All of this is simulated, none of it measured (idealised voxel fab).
This section sets out a process module, namely voxel transistor to metal.
Section shown: cut. Width: 215 nm. Cell size: 5 nm, square.
Heads up, the way a cross-section reads in here is a grid of square cells, handed over as bands from the top down, with every band being one or more rows of cells.
Basically the band line says how high the top is and how high the bottom is, in nm, and then what's in it from left to right, every material with its width in nm. Empty space shows up as "blank", and if a single material carries "full width" it runs the full band edge to edge.
Below 0: as-received wafer, all one material; heights counted from there. Lowest band: no bottom, goes on down, written "0 and below".
Read "30->40" as a graded width: first number on top, second number at the bottom, same change between each pair of neighbouring rows.
Where a step carries "nothing was modified", the cross-section came out of it unchanged, cell for cell.
Look at "Unvented voids" for the closed voids: empty spaces with no open path to the top, sized 8 cells or up. Each is width x height at distance, distance from the left edge, all nm.
Note: text after step settings on the step line = simulator remark on that step.
overlay nm: step with mask; distance mask lay right of planned place; negative value = left of planned place.
Layout of what follows: cross-section pairs, each bracketing one process step, the after cross-section shown only to the lowest band that changed, the step between and its settings noted under each pair. Pairs may originate in different runs of this module on the same starting wafer; a pair continues from the pair above only where its entry headed "Pre-step profile" says so.

Pre-step profile
	35 down to 30 | 80 blank | 5 SiN | 5 blank | 35 SiCN | 5 blank | 5 SiN | 80 blank
	30 down to 25 | 80 blank | 5 SiN | 5 SiO2 | 35 SiCN | 5 SiO2 | 5 SiN | 80 blank
	25 down to 0 | 80 blank | 5 SiN | 5 SiO2 | 35 polySi | 5 SiO2 | 5 SiN | 80 blank
	0 down to -5 | 75 blank | 5 pSi | 55 SiO2 | 5 pSi | 75 blank
	-5 down to -10 | 45 SiO2 | 35 pSi | 55 Si | 35 pSi | 45 SiO2
	-10 down to -45 | 45 SiO2 | 125 Si | 45 SiO2
	-45 and below | Si full width
	Unvented voids: none

Post-Process Section
	45 down to 35 | SiO2 full width
	35 down to 25 | 80 SiO2 | 5 SiN | 5 SiO2 | 35 SiCN | 5 SiO2 | 5 SiN | 80 SiO2
	25 down to 0 | 80 SiO2 | 5 SiN | 5 SiO2 | 35 polySi | 5 SiO2 | 5 SiN | 80 SiO2
	0 down to -5 | 75 SiO2 | 5 pSi | 55 SiO2 | 5 pSi | 75 SiO2
	Whatever lies below -5 is exactly as it was before.
	Unvented voids: none
Intermediate step for the cross-sections above: FILL_DEP with material SiO2, thk nm 10

Pre-step profile: the wafer arrives at this step looking as the after cross-section in the pair just above shows it.

Post-Process Section
	20 down to 0 | 80 SiO2 | 5 SiN | 5 SiO2 | 35 polySi | 5 SiO2 | 5 SiN | 80 SiO2
	Whatever lies below 0 is exactly as it was before.
	Unvented voids: none
Intermediate step for the cross-sections above: CMP with height nm 20

Pre-step profile: the wafer arrives at this step looking as the after cross-section in the pair just above shows it.

Post-Process Section
	20 down to 0 | 80 SiO2 | 5 SiN | 5 SiO2 | 35 blank | 5 SiO2 | 5 SiN | 80 SiO2
	Whatever lies below 0 is exactly as it was before.
	Unvented voids: none
Intermediate step for the cross-sections above: STRIP with etch materials polySi

Pre-step profile: the wafer arrives at this step looking as the after cross-section in the pair just above shows it.

Post-Process Section
	20 down to 15 | 80 blank | 5 SiN | 45 blank | 5 SiN | 80 blank
	15 down to 0 | 80 SiO2 | 5 SiN | 45 blank | 5 SiN | 80 SiO2
	0 down to -5 | 75 SiO2 | 5 pSi | 5 SiO2 | 45 blank | 5 SiO2 | 5 pSi | 75 SiO2
	Whatever lies below -5 is exactly as it was before.
	Unvented voids: none
Intermediate step for the cross-sections above: SELECTIVE_ETCH with etch materials SiO2, depth nm 5

Pre-step profile: the wafer arrives at this step looking as the after cross-section in the pair just above shows it.

Post-Process Section
	25 down to 20 | 75 blank | 15 HfO2 | 35 blank | 15 HfO2 | 75 blank
	20 down to 15 | 80 HfO2 | 5 SiN | 5 HfO2 | 35 blank | 5 HfO2 | 5 SiN | 80 HfO2
	15 down to 0 | 80 SiO2 | 5 SiN | 5 HfO2 | 35 blank | 5 HfO2 | 5 SiN | 80 SiO2
	0 down to -5 | 75 SiO2 | 5 pSi | 5 SiO2 | 45 HfO2 | 5 SiO2 | 5 pSi | 75 SiO2
	Whatever lies below -5 is exactly as it was before.
	Unvented voids: none
Intermediate step for the cross-sections above: CONFORMAL_DEP with material HfO2, thk nm 5

Pre-step profile: the wafer arrives at this step looking as the after cross-section in the pair just above shows it.

Post-Process Section
	30 down to 25 | 70 blank | 25 TiN | 25 blank | 25 TiN | 70 blank
	25 down to 20 | 75 TiN | 15 HfO2 | 5 TiN | 25 blank | 5 TiN | 15 HfO2 | 75 TiN
	20 down to 15 | 80 HfO2 | 5 SiN | 5 HfO2 | 5 TiN | 25 blank | 5 TiN | 5 HfO2 | 5 SiN | 80 HfO2
	15 down to 5 | 80 SiO2 | 5 SiN | 5 HfO2 | 5 TiN | 25 blank | 5 TiN | 5 HfO2 | 5 SiN | 80 SiO2
	5 down to 0 | 80 SiO2 | 5 SiN | 5 HfO2 | 35 TiN | 5 HfO2 | 5 SiN | 80 SiO2
	Whatever lies below 0 is exactly as it was before.
	Unvented voids: none
Intermediate step for the cross-sections above: CONFORMAL_DEP with material TiN, thk nm 5

Pre-step profile: the wafer arrives at this step looking as the after cross-section in the pair just above shows it.

Post-Process Section
	35 down to 30 | W full width
	30 down to 25 | 70 W | 25 TiN | 25 W | 25 TiN | 70 W
	25 down to 20 | 75 TiN | 15 HfO2 | 5 TiN | 25 W | 5 TiN | 15 HfO2 | 75 TiN
	20 down to 15 | 80 HfO2 | 5 SiN | 5 HfO2 | 5 TiN | 25 W | 5 TiN | 5 HfO2 | 5 SiN | 80 HfO2
	15 down to 5 | 80 SiO2 | 5 SiN | 5 HfO2 | 5 TiN | 25 W | 5 TiN | 5 HfO2 | 5 SiN | 80 SiO2
	Whatever lies below 5 is exactly as it was before.
	Unvented voids: none
Intermediate step for the cross-sections above: FILL_DEP with material W, thk nm 5

Pre-step profile: the wafer arrives at this step looking as the after cross-section in the pair just above shows it.

Post-Process Section
	15 down to 5 | 80 SiO2 | 5 SiN | 5 HfO2 | 5 TiN | 25 W | 5 TiN | 5 HfO2 | 5 SiN | 80 SiO2
	Whatever lies below 5 is exactly as it was before.
	Unvented voids: none
Intermediate step for the cross-sections above: CMP with height nm 15

Pre-step profile: the wafer arrives at this step looking as the after cross-section in the pair just above shows it.

Post-Process Section
	30 down to 15 | SiO2 full width
	Whatever lies below 15 is exactly as it was before.
	Unvented voids: none
Intermediate step for the cross-sections above: DIRECTIONAL_DEP with material SiO2, thk nm 15

Pre-step profile: the wafer arrives at this step looking as the after cross-section in the pair just above shows it.

Post-Process Section
	30 down to 15 | 50 SiO2 | 20 blank | 75 SiO2 | 20 blank | 50 SiO2
	15 down to 5 | 50 SiO2 | 20 blank | 10 SiO2 | 5 SiN | 5 HfO2 | 5 TiN | 25 W | 5 TiN | 5 HfO2 | 5 SiN | 10 SiO2 | 20 blank | 50 SiO2
	5 down to 0 | 50 SiO2 | 20 blank | 10 SiO2 | 5 SiN | 5 HfO2 | 35 TiN | 5 HfO2 | 5 SiN | 10 SiO2 | 20 blank | 50 SiO2
	0 down to -5 | 50 SiO2 | 20 blank | 5 SiO2 | 5 pSi | 5 SiO2 | 45 HfO2 | 5 SiO2 | 5 pSi | 5 SiO2 | 20 blank | 50 SiO2
	Whatever lies below -5 is exactly as it was before.
	Unvented voids: none
Intermediate step for the cross-sections above: MASKED_ETCH with tone open, mask id CONTACT, width nm 20, pitch nm 95, etch materials SiO2, depth nm 40, overlay nm 0

Pre-step profile: the wafer arrives at this step looking as the after cross-section in the pair just above shows it.

Post-Process Section
	35 down to 30 | 55 TiN | 10 blank | 85 TiN | 10 blank | 55 TiN
	30 down to 15 | 50 SiO2 | 5 TiN | 10 blank | 5 TiN | 75 SiO2 | 5 TiN | 10 blank | 5 TiN | 50 SiO2
	15 down to 5 | 50 SiO2 | 5 TiN | 10 blank | 5 TiN | 10 SiO2 | 5 SiN | 5 HfO2 | 5 TiN | 25 W | 5 TiN | 5 HfO2 | 5 SiN | 10 SiO2 | 5 TiN | 10 blank | 5 TiN | 50 SiO2
	5 down to 0 | 50 SiO2 | 5 TiN | 10 blank | 5 TiN | 10 SiO2 | 5 SiN | 5 HfO2 | 35 TiN | 5 HfO2 | 5 SiN | 10 SiO2 | 5 TiN | 10 blank | 5 TiN | 50 SiO2
	0 down to -5 | 50 SiO2 | 20 TiN | 5 SiO2 | 5 pSi | 5 SiO2 | 45 HfO2 | 5 SiO2 | 5 pSi | 5 SiO2 | 20 TiN | 50 SiO2
	Whatever lies below -5 is exactly as it was before.
	Unvented voids: none
Intermediate step for the cross-sections above: CONFORMAL_DEP with material TiN, thk nm 5

Pre-step profile: the wafer arrives at this step looking as the after cross-section in the pair just above shows it.

Post-Process Section
	45 down to 35 | Ru full width
	35 down to 30 | 55 TiN | 10 Ru | 85 TiN | 10 Ru | 55 TiN
	30 down to 15 | 50 SiO2 | 5 TiN | 10 Ru | 5 TiN | 75 SiO2 | 5 TiN | 10 Ru | 5 TiN | 50 SiO2
	15 down to 5 | 50 SiO2 | 5 TiN | 10 Ru | 5 TiN | 10 SiO2 | 5 SiN | 5 HfO2 | 5 TiN | 25 W | 5 TiN | 5 HfO2 | 5 SiN | 10 SiO2 | 5 TiN | 10 Ru | 5 TiN | 50 SiO2
	5 down to 0 | 50 SiO2 | 5 TiN | 10 Ru | 5 TiN | 10 SiO2 | 5 SiN | 5 HfO2 | 35 TiN | 5 HfO2 | 5 SiN | 10 SiO2 | 5 TiN | 10 Ru | 5 TiN | 50 SiO2
	Whatever lies below 0 is exactly as it was before.
	Unvented voids: none
Intermediate step for the cross-sections above: FILL_DEP with material Ru, thk nm 10

Pre-step profile: the wafer arrives at this step looking as the after cross-section in the pair just above shows it.

Post-Process Section
	30 down to 15 | 50 SiO2 | 5 TiN | 10 Ru | 5 TiN | 75 SiO2 | 5 TiN | 10 Ru | 5 TiN | 50 SiO2
	Whatever lies below 15 is exactly as it was before.
	Unvented voids: none
Intermediate step for the cross-sections above: CMP with height nm 30

Pre-step profile: the wafer arrives at this step looking as the after cross-section in the pair just above shows it.

Post-Process Section
	35 down to 30 | TiN full width
	Whatever lies below 30 is exactly as it was before.
	Unvented voids: none
Intermediate step for the cross-sections above: DIRECTIONAL_DEP with material TiN, thk nm 5

Pre-step profile: the wafer arrives at this step looking as the after cross-section in the pair just above shows it.

Post-Process Section
	55 down to 35 | W full width
	Whatever lies below 35 is exactly as it was before.
	Unvented voids: none
Intermediate step for the cross-sections above: DIRECTIONAL_DEP with material W, thk nm 20

Pre-step profile: the wafer arrives at this step looking as the after cross-section in the pair just above shows it.

Post-Process Section
	70 down to 55 | 50 blank | 20 resist | 75 blank | 20 resist | 50 blank
	Whatever lies below 55 is exactly as it was before.
	Unvented voids: none
Intermediate step for the cross-sections above: PATTERN with tone cover, mask id METAL_1, material resist, width nm 20, pitch nm 95, thk nm 15, overlay nm 0

Pre-step profile: the wafer arrives at this step looking as the after cross-section in the pair just above shows it.

Post-Process Section
	70 down to 55 | 50 blank | 20 resist | 75 blank | 20 resist | 50 blank
	55 down to 35 | 50 blank | 20 W | 75 blank | 20 W | 50 blank
	Whatever lies below 35 is exactly as it was before.
	Unvented voids: none
Intermediate step for the cross-sections above: DIRECTIONAL_ETCH with etch materials W, depth nm 20

Pre-step profile: the wafer arrives at this step looking as the after cross-section in the pair just above shows it.

Post-Process Section
	70 down to 55 | 50 blank | 20 resist | 75 blank | 20 resist | 50 blank
	55 down to 35 | 50 blank | 20 W | 75 blank | 20 W | 50 blank
	35 down to 30 | 50 blank | 20 TiN | 75 blank | 20 TiN | 50 blank
	Whatever lies below 30 is exactly as it was before.
	Unvented voids: none
Intermediate step for the cross-sections above: DIRECTIONAL_ETCH with etch materials TiN, depth nm 5

Pre-step profile: the wafer arrives at this step looking as the after cross-section in the pair just above shows it.

Post-Process Section
	55 down to 35 | 50 blank | 20 W | 75 blank | 20 W | 50 blank
	Whatever lies below 35 is exactly as it was before.
	Unvented voids: none
Intermediate step for the cross-sections above: STRIP with etch materials resist

Pre-step profile: the wafer arrives at this step looking as the after cross-section in the pair just above shows it.

Post-Process Section
	60 down to 55 | 45 blank | 30 SiCN | 65 blank | 30 SiCN | 45 blank
	55 down to 35 | 45 blank | 5 SiCN | 20 W | 5 SiCN | 65 blank | 5 SiCN | 20 W | 5 SiCN | 45 blank
	35 down to 30 | 50 SiCN | 20 TiN | 75 SiCN | 20 TiN | 50 SiCN
	Whatever lies below 30 is exactly as it was before.
	Unvented voids: none
Intermediate step for the cross-sections above: CONFORMAL_DEP with material SiCN, thk nm 5

Pre-step profile: the wafer arrives at this step looking as the after cross-section in the pair just above shows it.

Post-Process Section
	65 down to 60 | lowk full width
	60 down to 55 | 45 lowk | 30 SiCN | 65 lowk | 30 SiCN | 45 lowk
	55 down to 35 | 45 lowk | 5 SiCN | 20 W | 5 SiCN | 65 lowk | 5 SiCN | 20 W | 5 SiCN | 45 lowk
	Whatever lies below 35 is exactly as it was before.
	Unvented voids: none
Intermediate step for the cross-sections above: FILL_DEP with material lowk, thk nm 5

Pre-step profile: the wafer arrives at this step looking as the after cross-section in the pair just above shows it.

Post-Process Section
	55 down to 35 | 45 lowk | 5 SiCN | 20 W | 5 SiCN | 65 lowk | 5 SiCN | 20 W | 5 SiCN | 45 lowk
	Whatever lies below 35 is exactly as it was before.
	Unvented voids: none
Intermediate step for the cross-sections above: CMP with height nm 55

Pre-step profile: the wafer arrives at this step looking as the after cross-section in the pair just above shows it.

Post-Process Section
	60 down to 55 | SiCN full width
	Whatever lies below 55 is exactly as it was before.
	Unvented voids: none
Intermediate step for the cross-sections above: CONFORMAL_DEP with material SiCN, thk nm 5

Pre-step profile: the wafer arrives at this step looking as the after cross-section in the pair just above shows it.

Post-Process Section
	85 down to 60 | lowk full width
	Whatever lies below 60 is exactly as it was before.
	Unvented voids: none
Intermediate step for the cross-sections above: DIRECTIONAL_DEP with material lowk, thk nm 25

Pre-step profile: the wafer arrives at this step looking as the after cross-section in the pair just above shows it.

Post-Process Section
	105 down to 85 | 50 resist | 15 blank | 80 resist | 15 blank | 55 resist
	Whatever lies below 85 is exactly as it was before.
	Unvented voids: none
Intermediate step for the cross-sections above: PATTERN with tone open, mask id METAL_2_HOLES, material resist, width nm 15, pitch nm 95, thk nm 20, overlay nm 0

Pre-step profile: the wafer arrives at this step looking as the after cross-section in the pair just above shows it.

Post-Process Section
	105 down to 85 | 50 resist | 15 blank | 80 resist | 15 blank | 55 resist
	85 down to 60 | 50 lowk | 15 blank | 80 lowk | 15 blank | 55 lowk
	Whatever lies below 60 is exactly as it was before.
	Unvented voids: none
Intermediate step for the cross-sections above: DIRECTIONAL_ETCH with etch materials lowk, depth nm 25

Pre-step profile: the wafer arrives at this step looking as the after cross-section in the pair just above shows it.

Post-Process Section
	85 down to 60 | 50 lowk | 15 blank | 80 lowk | 15 blank | 55 lowk
	Whatever lies below 60 is exactly as it was before.
	Unvented voids: none
Intermediate step for the cross-sections above: STRIP with etch materials resist

Pre-step profile: the wafer arrives at this step looking as the after cross-section in the pair just above shows it.

Post-Process Section
	95 down to 85 | 50 aC | 15 blank | 80 aC | 15 blank | 55 aC
	85 down to 70 | 50 lowk | 15 blank | 80 lowk | 15 blank | 55 lowk
	70 down to 60 | 50 lowk | 15 aC | 80 lowk | 15 aC | 55 lowk
	Whatever lies below 60 is exactly as it was before.
	Unvented voids: none
Intermediate step for the cross-sections above: DIRECTIONAL_DEP with material aC, thk nm 10

Pre-step profile: the wafer arrives at this step looking as the after cross-section in the pair just above shows it.

Post-Process Section
	120 down to 95 | 50 resist | 20 blank | 75 resist | 20 blank | 50 resist
	Whatever lies below 95 is exactly as it was before.
	Unvented voids: none
Intermediate step for the cross-sections above: PATTERN with tone open, mask id METAL_2, material resist, width nm 20, pitch nm 95, thk nm 25, overlay nm 0

Pre-step profile: the wafer arrives at this step looking as the after cross-section in the pair just above shows it.

Post-Process Section
	110 down to 95 | 50 resist | 20 blank | 75 resist | 20 blank | 50 resist
	95 down to 85 | 50 aC | 20 blank | 75 aC | 20 blank | 50 aC
	85 down to 60 | 50 lowk | 15 blank | 80 lowk | 15 blank | 55 lowk
	Whatever lies below 60 is exactly as it was before.
	Unvented voids: none
Intermediate step for the cross-sections above: DIRECTIONAL_ETCH with etch materials aC, depth nm 10

Pre-step profile: the wafer arrives at this step looking as the after cross-section in the pair just above shows it.

Post-Process Section
	95 down to 85 | 50 aC | 20 blank | 75 aC | 20 blank | 50 aC
	Whatever lies below 85 is exactly as it was before.
	Unvented voids: none
Intermediate step for the cross-sections above: STRIP with etch materials resist

Pre-step profile: the wafer arrives at this step looking as the after cross-section in the pair just above shows it.

Post-Process Section
	95 down to 85 | 50 aC | 20 blank | 75 aC | 20 blank | 50 aC
	85 down to 70 | 50 lowk | 20 blank | 75 lowk | 20 blank | 50 lowk
	Whatever lies below 70 is exactly as it was before.
	Unvented voids: none
Intermediate step for the cross-sections above: DIRECTIONAL_ETCH with etch materials lowk, depth nm 15

Pre-step profile: the wafer arrives at this step looking as the after cross-section in the pair just above shows it.

Post-Process Section
	95 down to 85 | 50 aC | 20 blank | 75 aC | 20 blank | 50 aC
	85 down to 70 | 50 lowk | 20 blank | 75 lowk | 20 blank | 50 lowk
	70 down to 60 | 50 lowk | 15 blank | 80 lowk | 15 blank | 55 lowk
	60 down to 55 | 50 SiCN | 15 blank | 80 SiCN | 15 blank | 55 SiCN
	Whatever lies below 55 is exactly as it was before.
	Unvented voids: none
Intermediate step for the cross-sections above: DIRECTIONAL_ETCH with etch materials SiCN, depth nm 5

Pre-step profile: the wafer arrives at this step looking as the after cross-section in the pair just above shows it.

Post-Process Section
	85 down to 70 | 50 lowk | 20 blank | 75 lowk | 20 blank | 50 lowk
	Whatever lies below 70 is exactly as it was before.
	Unvented voids: none
Intermediate step for the cross-sections above: STRIP with etch materials aC

Pre-step profile: the wafer arrives at this step looking as the after cross-section in the pair just above shows it.

Post-Process Section
	90 down to 85 | 55 TiN | 10 blank | 85 TiN | 10 blank | 55 TiN
	85 down to 75 | 50 lowk | 5 TiN | 10 blank | 5 TiN | 75 lowk | 5 TiN | 10 blank | 5 TiN | 50 lowk
	75 down to 70 | 50 lowk | 5 TiN | 5 blank | 10 TiN | 75 lowk | 5 TiN | 5 blank | 10 TiN | 50 lowk
	70 down to 60 | 50 lowk | 5 TiN | 5 blank | 5 TiN | 80 lowk | 5 TiN | 5 blank | 5 TiN | 55 lowk
	60 down to 55 | 50 SiCN | 15 TiN | 80 SiCN | 15 TiN | 55 SiCN
	Whatever lies below 55 is exactly as it was before.
	Unvented voids: none
Intermediate step for the cross-sections above: CONFORMAL_DEP with material TiN, thk nm 5

Pre-step profile: the wafer arrives at this step looking as the after cross-section in the pair just above shows it.

Post-Process Section
	95 down to 90 | Ru full width
	90 down to 85 | 55 TiN | 10 Ru | 85 TiN | 10 Ru | 55 TiN
	85 down to 75 | 50 lowk | 5 TiN | 10 Ru | 5 TiN | 75 lowk | 5 TiN | 10 Ru | 5 TiN | 50 lowk
	75 down to 70 | 50 lowk | 5 TiN | 5 Ru | 10 TiN | 75 lowk | 5 TiN | 5 Ru | 10 TiN | 50 lowk
	70 down to 60 | 50 lowk | 5 TiN | 5 Ru | 5 TiN | 80 lowk | 5 TiN | 5 Ru | 5 TiN | 55 lowk
	Whatever lies below 60 is exactly as it was before.
	Unvented voids: none
Intermediate step for the cross-sections above: FILL_DEP with material Ru, thk nm 5

Pre-step profile: the wafer arrives at this step looking as the after cross-section in the pair just above shows it.

Post-Process Section
	85 down to 75 | 50 lowk | 5 TiN | 10 Ru | 5 TiN | 75 lowk | 5 TiN | 10 Ru | 5 TiN | 50 lowk
	Whatever lies below 75 is exactly as it was before.
	Unvented voids: none
Intermediate step for the cross-sections above: CMP with height nm 85

Pre-step profile: the wafer arrives at this step looking as the after cross-section in the pair just above shows it.

Post-Process Section
	90 down to 85 | SiCN full width
	Whatever lies below 85 is exactly as it was before.
	Unvented voids: none
Intermediate step for the cross-sections above: CONFORMAL_DEP with material SiCN, thk nm 5

Pre-step profile
	35 down to 30 | W full width
	30 down to 25 | 70 W | 25 TiN | 25 W | 25 TiN | 70 W
	25 down to 20 | 75 TiN | 15 HfO2 | 5 TiN | 25 W | 5 TiN | 15 HfO2 | 75 TiN
	20 down to 15 | 80 HfO2 | 5 SiN | 5 HfO2 | 5 TiN | 25 W | 5 TiN | 5 HfO2 | 5 SiN | 80 HfO2
	15 down to 0 | 80 SiO2 | 5 SiN | 5 HfO2 | 5 TiN | 25 W | 5 TiN | 5 HfO2 | 5 SiN | 80 SiO2
	0 down to -5 | 40 SiO2 | 5 SiN | 35 SiO2 | 5 SiN | 5 HfO2 | 35 TiN | 5 HfO2 | 5 SiN | 35 SiO2 | 5 SiN | 40 SiO2
	-5 down to -10 | 75 SiO2 | 5 pSi | 5 SiO2 | 45 HfO2 | 5 SiO2 | 5 pSi | 75 SiO2
	-10 down to -15 | 45 SiO2 | 35 pSi | 55 Si | 35 pSi | 45 SiO2
	-15 down to -45 | 45 SiO2 | 125 Si | 45 SiO2
	-45 and below | Si full width
	Unvented voids: none

Post-Process Section
	5 down to 0 | 80 SiO2 | 5 SiN | 5 HfO2 | 5 TiN | 25 W | 5 TiN | 5 HfO2 | 5 SiN | 80 SiO2
	Whatever lies below 0 is exactly as it was before.
	Unvented voids: none
Intermediate step for the cross-sections above: CMP with height nm 5

Pre-step profile: the wafer arrives at this step looking as the after cross-section in the pair just above shows it.

Post-Process Section
	20 down to 5 | SiO2 full width
	Whatever lies below 5 is exactly as it was before.
	Unvented voids: none
Intermediate step for the cross-sections above: DIRECTIONAL_DEP with material SiO2, thk nm 15

Pre-step profile: the wafer arrives at this step looking as the after cross-section in the pair just above shows it.

Post-Process Section
	20 down to 5 | 50 SiO2 | 20 blank | 75 SiO2 | 20 blank | 50 SiO2
	5 down to 0 | 50 SiO2 | 20 blank | 10 SiO2 | 5 SiN | 5 HfO2 | 5 TiN | 25 W | 5 TiN | 5 HfO2 | 5 SiN | 10 SiO2 | 20 blank | 50 SiO2
	0 down to -5 | 40 SiO2 | 5 SiN | 5 SiO2 | 20 blank | 10 SiO2 | 5 SiN | 5 HfO2 | 35 TiN | 5 HfO2 | 5 SiN | 10 SiO2 | 20 blank | 5 SiO2 | 5 SiN | 40 SiO2
	-5 down to -10 | 50 SiO2 | 20 blank | 5 SiO2 | 5 pSi | 5 SiO2 | 45 HfO2 | 5 SiO2 | 5 pSi | 5 SiO2 | 20 blank | 50 SiO2
	Whatever lies below -10 is exactly as it was before.
	Unvented voids: none
Intermediate step for the cross-sections above: MASKED_ETCH with tone open, mask id CONTACT, width nm 20, pitch nm 95, etch materials SiO2, depth nm 40, overlay nm 0

Pre-step profile: the wafer arrives at this step looking as the after cross-section in the pair just above shows it.

Post-Process Section
	25 down to 20 | 55 TiN | 10 blank | 85 TiN | 10 blank | 55 TiN
	20 down to 5 | 50 SiO2 | 5 TiN | 10 blank | 5 TiN | 75 SiO2 | 5 TiN | 10 blank | 5 TiN | 50 SiO2
	5 down to 0 | 50 SiO2 | 5 TiN | 10 blank | 5 TiN | 10 SiO2 | 5 SiN | 5 HfO2 | 5 TiN | 25 W | 5 TiN | 5 HfO2 | 5 SiN | 10 SiO2 | 5 TiN | 10 blank | 5 TiN | 50 SiO2
	0 down to -5 | 40 SiO2 | 5 SiN | 5 SiO2 | 5 TiN | 10 blank | 5 TiN | 10 SiO2 | 5 SiN | 5 HfO2 | 35 TiN | 5 HfO2 | 5 SiN | 10 SiO2 | 5 TiN | 10 blank | 5 TiN | 5 SiO2 | 5 SiN | 40 SiO2
	-5 down to -10 | 50 SiO2 | 20 TiN | 5 SiO2 | 5 pSi | 5 SiO2 | 45 HfO2 | 5 SiO2 | 5 pSi | 5 SiO2 | 20 TiN | 50 SiO2
	Whatever lies below -10 is exactly as it was before.
	Unvented voids: none
Intermediate step for the cross-sections above: CONFORMAL_DEP with material TiN, thk nm 5

Pre-step profile: the wafer arrives at this step looking as the after cross-section in the pair just above shows it.

Post-Process Section
	35 down to 25 | Ru full width
	25 down to 20 | 55 TiN | 10 Ru | 85 TiN | 10 Ru | 55 TiN
	20 down to 5 | 50 SiO2 | 5 TiN | 10 Ru | 5 TiN | 75 SiO2 | 5 TiN | 10 Ru | 5 TiN | 50 SiO2
	5 down to 0 | 50 SiO2 | 5 TiN | 10 Ru | 5 TiN | 10 SiO2 | 5 SiN | 5 HfO2 | 5 TiN | 25 W | 5 TiN | 5 HfO2 | 5 SiN | 10 SiO2 | 5 TiN | 10 Ru | 5 TiN | 50 SiO2
	0 down to -5 | 40 SiO2 | 5 SiN | 5 SiO2 | 5 TiN | 10 Ru | 5 TiN | 10 SiO2 | 5 SiN | 5 HfO2 | 35 TiN | 5 HfO2 | 5 SiN | 10 SiO2 | 5 TiN | 10 Ru | 5 TiN | 5 SiO2 | 5 SiN | 40 SiO2
	Whatever lies below -5 is exactly as it was before.
	Unvented voids: none
Intermediate step for the cross-sections above: FILL_DEP with material Ru, thk nm 10

Pre-step profile: the wafer arrives at this step looking as the after cross-section in the pair just above shows it.

Post-Process Section
	30 down to 25 | Ru full width
	Whatever lies below 25 is exactly as it was before.
	Unvented voids: none
Intermediate step for the cross-sections above: CMP with height nm 30

Pre-step profile: the wafer arrives at this step looking as the after cross-section in the pair just above shows it.

Post-Process Section
	35 down to 30 | TiN full width
	Whatever lies below 30 is exactly as it was before.
	Unvented voids: none
Intermediate step for the cross-sections above: DIRECTIONAL_DEP with material TiN, thk nm 5

Pre-step profile: the wafer arrives at this step looking as the after cross-section in the pair just above shows it.

Post-Process Section
	55 down to 35 | W full width
	Whatever lies below 35 is exactly as it was before.
	Unvented voids: none
Intermediate step for the cross-sections above: DIRECTIONAL_DEP with material W, thk nm 20

Pre-step profile: the wafer arrives at this step looking as the after cross-section in the pair just above shows it.

Post-Process Section
	70 down to 55 | 50 blank | 20 resist | 75 blank | 20 resist | 50 blank
	Whatever lies below 55 is exactly as it was before.
	Unvented voids: none
Intermediate step for the cross-sections above: PATTERN with tone cover, mask id METAL_1, material resist, width nm 20, pitch nm 95, thk nm 15, overlay nm 0

Pre-step profile: the wafer arrives at this step looking as the after cross-section in the pair just above shows it.

Post-Process Section
	70 down to 55 | 50 blank | 20 resist | 75 blank | 20 resist | 50 blank
	55 down to 35 | 50 blank | 20 W | 75 blank | 20 W | 50 blank
	Whatever lies below 35 is exactly as it was before.
	Unvented voids: none
Intermediate step for the cross-sections above: DIRECTIONAL_ETCH with etch materials W, depth nm 20

Pre-step profile: the wafer arrives at this step looking as the after cross-section in the pair just above shows it.

Post-Process Section
	70 down to 55 | 50 blank | 20 resist | 75 blank | 20 resist | 50 blank
	55 down to 35 | 50 blank | 20 W | 75 blank | 20 W | 50 blank
	35 down to 30 | 50 blank | 20 TiN | 75 blank | 20 TiN | 50 blank
	Whatever lies below 30 is exactly as it was before.
	Unvented voids: none
Intermediate step for the cross-sections above: DIRECTIONAL_ETCH with etch materials TiN, depth nm 5

Pre-step profile: the wafer arrives at this step looking as the after cross-section in the pair just above shows it.

Post-Process Section
	55 down to 35 | 50 blank | 20 W | 75 blank | 20 W | 50 blank
	Whatever lies below 35 is exactly as it was before.
	Unvented voids: none
Intermediate step for the cross-sections above: STRIP with etch materials resist

Pre-step profile: the wafer arrives at this step looking as the after cross-section in the pair just above shows it.

Post-Process Section
	60 down to 55 | 45 blank | 30 SiCN | 65 blank | 30 SiCN | 45 blank
	55 down to 35 | 45 blank | 5 SiCN | 20 W | 5 SiCN | 65 blank | 5 SiCN | 20 W | 5 SiCN | 45 blank
	35 down to 30 | 50 SiCN | 20 TiN | 75 SiCN | 20 TiN | 50 SiCN
	Whatever lies below 30 is exactly as it was before.
	Unvented voids: none
Intermediate step for the cross-sections above: CONFORMAL_DEP with material SiCN, thk nm 5

Pre-step profile: the wafer arrives at this step looking as the after cross-section in the pair just above shows it.

Post-Process Section
	65 down to 60 | lowk full width
	60 down to 55 | 45 lowk | 30 SiCN | 65 lowk | 30 SiCN | 45 lowk
	55 down to 35 | 45 lowk | 5 SiCN | 20 W | 5 SiCN | 65 lowk | 5 SiCN | 20 W | 5 SiCN | 45 lowk
	Whatever lies below 35 is exactly as it was before.
	Unvented voids: none
Intermediate step for the cross-sections above: FILL_DEP with material lowk, thk nm 5

Pre-step profile: the wafer arrives at this step looking as the after cross-section in the pair just above shows it.

Post-Process Section
	55 down to 35 | 45 lowk | 5 SiCN | 20 W | 5 SiCN | 65 lowk | 5 SiCN | 20 W | 5 SiCN | 45 lowk
	Whatever lies below 35 is exactly as it was before.
	Unvented voids: none
Intermediate step for the cross-sections above: CMP with height nm 55

Pre-step profile: the wafer arrives at this step looking as the after cross-section in the pair just above shows it.

Post-Process Section
	60 down to 55 | SiCN full width
	Whatever lies below 55 is exactly as it was before.
	Unvented voids: none
Intermediate step for the cross-sections above: CONFORMAL_DEP with material SiCN, thk nm 5

Pre-step profile: the wafer arrives at this step looking as the after cross-section in the pair just above shows it.

Post-Process Section
	85 down to 60 | lowk full width
	Whatever lies below 60 is exactly as it was before.
	Unvented voids: none
Intermediate step for the cross-sections above: DIRECTIONAL_DEP with material lowk, thk nm 25

Pre-step profile: the wafer arrives at this step looking as the after cross-section in the pair just above shows it.

Post-Process Section
	105 down to 85 | 50 resist | 15 blank | 80 resist | 15 blank | 55 resist
	Whatever lies below 85 is exactly as it was before.
	Unvented voids: none
Intermediate step for the cross-sections above: PATTERN with tone open, mask id METAL_2_HOLES, material resist, width nm 15, pitch nm 95, thk nm 20, overlay nm 0

Pre-step profile: the wafer arrives at this step looking as the after cross-section in the pair just above shows it.

Post-Process Section
	105 down to 85 | 50 resist | 15 blank | 80 resist | 15 blank | 55 resist
	85 down to 60 | 50 lowk | 15 blank | 80 lowk | 15 blank | 55 lowk
	Whatever lies below 60 is exactly as it was before.
	Unvented voids: none
Intermediate step for the cross-sections above: DIRECTIONAL_ETCH with etch materials lowk, depth nm 25
